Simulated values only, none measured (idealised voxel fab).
Process module name: voxel local oxidation
Xsec cut, 180 nm wide, square cell size 5 nm.
If you're reading a cross-section in this doc, picture square cells in a grid; it comes to you as bands, top ones listed first down to the bottom, and a band can be one or more rows of cells. For a band, the entry starts with two heights in nm, that of the top and then that of the bottom, and carries on with the band's materials in order from left to right, each alongside its width in nm; the word "edge to edge" beside a single material means it fills the band edge to edge, and "air" means empty space. Where do heights start? At 0: under that level the wafer as delivered is made of one material only. And the lowest band has no floor; it just carries on downward, as in "0 -> down". You'd read "30..40" like this: the band's top row of cells is as wide as the first number, its bottom row is as wide as the second, and going down, every row changes width by the same amount as the row before did. "same as before" means the step left every cell of the cross-section as it was. Empty spaces without an open route to the top, at least 8 cells in extent, make up the entry "Listed closed voids"; each is given as width x height at distance, where the distance is measured from the left edge, and all are in nm. Past the settings on a step's line: simulator remark, on that step. Steps that use a mask can have "overlay nm" on their line. It says how far the mask sat to the right of where it was meant to be. Negative means to the left.

[This section lists the process steps that were planned]
1) RECEIVE: material Si
2) OXIDIZE: depth nm 5
3) CONFORMAL_DEP: material SiN, thk nm 15
4) PATTERN: tone cover, mask id ACTIVE, material resist, width nm 130, thk nm 20, overlay nm 0
5) DIRECTIONAL_ETCH: etch materials SiN, depth nm 15
6) STRIP: etch materials resist
7) SELECTIVE_ETCH: etch materials SiO2, depth nm 5
8) OXIDIZE: depth nm 15
9) STRIP: etch materials SiN

[This is the cross-section of the wafer as we received it, i.e. after step 1]
* 0 -> down | Si edge to edge
* Listed closed voids: none

[Same starting wafer, same plan as above, one mistake in the execution; this is the cross-section at the end of the module]
* 10 -> -5 | SiO2 edge to edge
* -5 -> down | Si edge to edge
* Listed closed voids: none
Where did the run depart from the plan? so step 3 ended up running with a different setting than we planned, it ran as CONFORMAL_DEP: material SiO2, thk nm 15
